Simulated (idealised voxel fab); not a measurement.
Documented hereafter: the process module known as voxel transistor to metal.
This is section cut - it's 240 nm across, gridded in 5 nm square cells.
A cross-section is written here as square cells arranged in a grid, and it is given in bands from the top down, each band taking up one or more rows of cells.
Top, bottom (nm), then materials left to right with widths (nm); lone material tagged "everywhere" fills the whole band edge to edge; "air" = empty space.
Where do heights start? At 0: under that level the wafer as delivered is made of one material only. And the lowest band has no floor; it just carries on downward, as in "0 nm and below".
Width "30..40": first value at the band's top row of cells, second value at its bottom row, equal change from row to row.
"remains unaltered", as given for a step, is the statement that not any cell of the cross-section underwent a change during that step.
You'll see "Sealed internal cavities" listing empty spaces that have no way open to the top, as long as they're 8 cells or more; the notation is width x height at distance, where the distance is from the left edge, and all of it is in nm.
Heads up: the bit after the settings on a step's line is the simulator's remark on that step.
"overlay nm" denotes, for a step that has a mask, the displacement of the mask to the right of its planned place, with negative values corresponding to the left.
Below is the list of planned process steps
1,RECEIVE | material Si
2,CONFORMAL_DEP | material SiO2 | thk nm 5
3,CONFORMAL_DEP | material SiN | thk nm 15
4,PATTERN | tone cover | mask id ACTIVE | material resist | width nm 95 | pitch nm 115 | thk nm 15 | overlay nm 0
5,DIRECTIONAL_ETCH | etch materials SiN | depth nm 15
6,DIRECTIONAL_ETCH | etch materials SiO2 | depth nm 5
7,DIRECTIONAL_ETCH | etch materials Si | depth nm 35
8,STRIP | etch materials resist
9,OXIDIZE | depth nm 5
10,FILL_DEP | material SiO2 | thk nm 5
11,CMP | height nm 20
12,SELECTIVE_ETCH | etch materials SiO2 | depth nm 10
13,STRIP | etch materials SiN
14,SELECTIVE_ETCH | etch materials SiO2 | depth nm 5
15,OXIDIZE | depth nm 5
16,DIRECTIONAL_DEP | material polySi | thk nm 20
17,DIRECTIONAL_DEP | material SiCN | thk nm 15
18,DIRECTIONAL_DEP | material aC | thk nm 15
19,PATTERN | tone cover | mask id GATE | material resist | width nm 15 | pitch nm 115 | thk nm 30 | overlay nm 0
20,DIRECTIONAL_ETCH | etch materials aC | depth nm 15
21,STRIP | etch materials resist
22,DIRECTIONAL_ETCH | etch materials SiCN | depth nm 25
23,DIRECTIONAL_ETCH | etch materials polySi | depth nm 30
24,STRIP | etch materials aC
25,CONFORMAL_DEP | material SiN | thk nm 10
26,DIRECTIONAL_ETCH | etch materials SiN | depth nm 10
27,DIRECTIONAL_ETCH | etch materials SiO2 | depth nm 5
28,DIRECTIONAL_ETCH | etch materials Si | depth nm 10
29,EPI | material pSi | thk nm 10
30,FILL_DEP | material SiO2 | thk nm 10
31,CMP | height nm 35
32,DIRECTIONAL_DEP | material SiO2 | thk nm 10
33,PATTERN | tone open | mask id CONTACT | material resist | width nm 30 | thk nm 15 | overlay nm 0
34,DIRECTIONAL_ETCH | etch materials SiO2 | depth nm 50
35,STRIP | etch materials resist
36,CONFORMAL_DEP | material TiN | thk nm 5
37,FILL_DEP | material Ru | thk nm 5
38,CMP | height nm 45
39,DIRECTIONAL_DEP | material TiN | thk nm 5
40,DIRECTIONAL_DEP | material W | thk nm 15
41,MASKED_ETCH | tone cover | mask id METAL_1 | width nm 15 | etch materials W | depth nm 15 | overlay nm 0
42,MASKED_ETCH | tone cover | mask id METAL_1 | width nm 15 | etch materials TiN | depth nm 5 | overlay nm 0
43,FILL_DEP | material SiO2 | thk nm 5
44,CMP | height nm 65
45,CONFORMAL_DEP | material SiN | thk nm 5
Wafer as received: cross-section following step 1
	0 nm and below | Si everywhere
	Sealed internal cavities: none
Cross-sectional image of the first of two wafers at the end of the module, the run having proceeded as planned
	70 nm to 65 nm | SiN everywhere
	65 nm to 50 nm | SiO2: 20  W: 15  SiO2: 55  W: 15  SiO2: 30  W: 15  SiO2: 55  W: 15  SiO2: 20
	50 nm to 45 nm | SiO2: 20  TiN: 15  SiO2: 55  TiN: 15  SiO2: 30  TiN: 15  SiO2: 55  TiN: 15  SiO2: 20
	45 nm to 35 nm | SiO2: 20  TiN: 5  Ru: 20..15  TiN: 5..10  SiO2: 25  TiN: 5..10  Ru: 20..15  TiN: 5  SiO2: 30  TiN: 5  Ru: 20..15  TiN: 5..10  SiO2: 25  TiN: 5..10  Ru: 20..15  TiN: 5  SiO2: 20
	35 nm to 20 nm | SiO2: 20  TiN: 5  Ru: 15  TiN: 5  SiN: 10  SiCN: 15  SiN: 10  TiN: 5  Ru: 15  TiN: 5  SiO2: 30  TiN: 5  Ru: 15  TiN: 5  SiN: 10  SiCN: 15  SiN: 10  TiN: 5  Ru: 15  TiN: 5  SiO2: 20
	20 nm to 10 nm | SiO2: 20  TiN: 5  Ru: 15  TiN: 5  SiN: 10  polySi: 15  SiN: 10  TiN: 5  Ru: 15  TiN: 5  SiO2: 30  TiN: 5  Ru: 15  TiN: 5  SiN: 10  polySi: 15  SiN: 10  TiN: 5  Ru: 15  TiN: 5  SiO2: 20
	10 nm to 5 nm | SiO2: 20  TiN: 5  Ru: 5  TiN: 15  SiN: 10  polySi: 15  SiN: 10  TiN: 15  Ru: 5  TiN: 5  SiO2: 30  TiN: 5  Ru: 5  TiN: 15  SiN: 10  polySi: 15  SiN: 10  TiN: 15  Ru: 5  TiN: 5  SiO2: 20
	5 nm to 0 nm | SiO2: 10  SiN: 10  TiN: 5  Ru: 5  TiN: 5  pSi: 10  SiN: 10  polySi: 15  SiN: 10  pSi: 10  TiN: 5  Ru: 5  TiN: 5  SiN: 10  SiO2: 10  SiN: 10  TiN: 5  Ru: 5  TiN: 5  pSi: 10  SiN: 10  polySi: 15  SiN: 10  pSi: 10  TiN: 5  Ru: 5  TiN: 5  SiN: 10  SiO2: 10
	0 nm to -5 nm | SiO2: 20  TiN: 15  pSi: 10  SiO2: 35  pSi: 10  TiN: 15  SiO2: 30  TiN: 15  pSi: 10  SiO2: 35  pSi: 10  TiN: 15  SiO2: 20
	-5 nm to -15 nm | SiO2: 20  pSi: 25  Si: 35  pSi: 25  SiO2: 30  pSi: 25  Si: 35  pSi: 25  SiO2: 20
	-15 nm to -40 nm | SiO2: 20  Si: 85  SiO2: 30  Si: 85  SiO2: 20
	-40 nm and below | Si everywhere
	Sealed internal cavities: none
second wafer at the end: like start, like plan, one mistake
	65 nm to 60 nm | SiN everywhere
	60 nm to 50 nm | SiO2: 20  W: 15  SiO2: 55  W: 15  SiO2: 30  W: 15  SiO2: 55  W: 15  SiO2: 20
	50 nm to 45 nm | SiO2: 20  TiN: 15  SiO2: 55  TiN: 15  SiO2: 30  TiN: 15  SiO2: 55  TiN: 15  SiO2: 20
	45 nm to 35 nm | SiO2: 20  TiN: 5  Ru: 20..15  TiN: 5..10  SiO2: 25  TiN: 5..10  Ru: 20..15  TiN: 5  SiO2: 30  TiN: 5  Ru: 20..15  TiN: 5..10  SiO2: 25  TiN: 5..10  Ru: 20..15  TiN: 5  SiO2: 20
	35 nm to 20 nm | SiO2: 20  TiN: 5  Ru: 15  TiN: 5  SiN: 10  SiCN: 15  SiN: 10  TiN: 5  Ru: 15  TiN: 5  SiO2: 30  TiN: 5  Ru: 15  TiN: 5  SiN: 10  SiCN: 15  SiN: 10  TiN: 5  Ru: 15  TiN: 5  SiO2: 20
	20 nm to 10 nm | SiO2: 20  TiN: 5  Ru: 15  TiN: 5  SiN: 10  polySi: 15  SiN: 10  TiN: 5  Ru: 15  TiN: 5  SiO2: 30  TiN: 5  Ru: 15  TiN: 5  SiN: 10  polySi: 15  SiN: 10  TiN: 5  Ru: 15  TiN: 5  SiO2: 20
	10 nm to 5 nm | SiO2: 20  TiN: 5  Ru: 5  TiN: 15  SiN: 10  polySi: 15  SiN: 10  TiN: 15  Ru: 5  TiN: 5  SiO2: 30  TiN: 5  Ru: 5  TiN: 15  SiN: 10  polySi: 15  SiN: 10  TiN: 15  Ru: 5  TiN: 5  SiO2: 20
	5 nm to 0 nm | SiO2: 10  SiN: 10  TiN: 5  Ru: 5  TiN: 5  pSi: 10  SiN: 10  polySi: 15  SiN: 10  pSi: 10  TiN: 5  Ru: 5  TiN: 5  SiN: 10  SiO2: 10  SiN: 10  TiN: 5  Ru: 5  TiN: 5  pSi: 10  SiN: 10  polySi: 15  SiN: 10  pSi: 10  TiN: 5  Ru: 5  TiN: 5  SiN: 10  SiO2: 10
	0 nm to -5 nm | SiO2: 20  TiN: 15  pSi: 10  SiO2: 35  pSi: 10  TiN: 15  SiO2: 30  TiN: 15  pSi: 10  SiO2: 35  pSi: 10  TiN: 15  SiO2: 20
	-5 nm to -15 nm | SiO2: 20  pSi: 25  Si: 35  pSi: 25  SiO2: 30  pSi: 25  Si: 35  pSi: 25  SiO2: 20
	-15 nm to -40 nm | SiO2: 20  Si: 85  SiO2: 30  Si: 85  SiO2: 20
	-40 nm and below | Si everywhere
	Sealed internal cavities: none
The plan and the run diverged here: the process deviated at step 44: the operation and settings actually run there were CMP | height nm 60
It is noted that, at the conclusion of processing, the second wafer exhibits a higher or lower cell count for certain materials relative to the first: 36 fewer of SiO2; 12 fewer of W
